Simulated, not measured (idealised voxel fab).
The document below concerns the process module designated voxel spacer lines.
Cross-sectional view cut (width: 175 nm; square cell size: 5 nm).
We lay out every cross-section as a grid of square cells and spell it out in bands from the top down, where one band means one or more rows of cells. In this notation a band is specified by the heights of its top and bottom, in that order and in nm, after which its materials appear from left to right, each paired with its width in nm. The word "edge to edge" attached to a single material means that material fills the band from edge to edge; the word "blank" stands for empty space. Height reference: 0 = level under which incoming wafer is all one material. Lowest band: no bottom, runs on downward, e.g. "0 down". The width entry "30 to 40" should be interpreted row by row: the top row of cells in the band takes the first number, the bottom row takes the second number, and the change between adjacent rows is uniform throughout. Reading "remains unaltered" for a step: not a cell of the cross-section changed in it. "Trapped voids" lists enclosed empty spaces (at least 8 cells, no open path upward to the top), each as width x height at distance from the left edge, in nm. Where a step's line continues beyond its settings, the continuation is a remark by the simulator itself on that step. On any step carrying a mask, the "overlay nm" setting, if present on the step's line, tells how far right of its planned place the mask lay; negative values point to the left.

### Planned process steps
1 RECEIVE | material Si
2 CONFORMAL_DEP | material Al2O3 | thk nm 5
3 DIRECTIONAL_DEP | material SiN | thk nm 15
4 DIRECTIONAL_DEP | material aC | thk nm 25
5 PATTERN | tone cover | mask id MANDREL | material resist | width nm 15 | pitch nm 50 | thk nm 30 | overlay nm 0
6 DIRECTIONAL_ETCH | etch materials aC | depth nm 25
7 STRIP | etch materials resist
8 CONFORMAL_DEP | material SiO2 | thk nm 10
9 DIRECTIONAL_ETCH | etch materials SiO2 | depth nm 10
10 STRIP | etch materials aC
11 DIRECTIONAL_ETCH | etch materials SiN | depth nm 15
12 STRIP | etch materials SiO2

### As received (post step 1): cross-section
  0 down: Si edge to edge
  Trapped voids: none

### First of two wafers: cross-section at end of module, run per plan
  20 to 5: blank: 20, then SiN: 10, then blank: 15, then SiN: 10, then blank: 15, then SiN: 10, then blank: 15, then SiN: 10, then blank: 15, then SiN: 10, then blank: 15, then SiN: 10, then blank: 20
  5 to 0: Al2O3 edge to edge
  0 down: Si edge to edge
  Trapped voids: none

### Here's the second of our two wafers sectioned at module end. Same start as the first, same plan, but one mistake got made running it
  35 to 20: blank: 20, then SiN: 10, then blank: 15, then SiN: 10, then blank: 15, then SiN: 10, then blank: 15, then SiN: 10, then blank: 15, then SiN: 10, then blank: 15, then SiN: 10, then blank: 20
  20 to 5: SiN edge to edge
  5 to 0: Al2O3 edge to edge
  0 down: Si edge to edge
  Trapped voids: none
The plan and the run diverged here: regarding the plan, step 3 was run twice
Final wafer comparison in cells, second versus first, more or fewer per material: +105 SiN
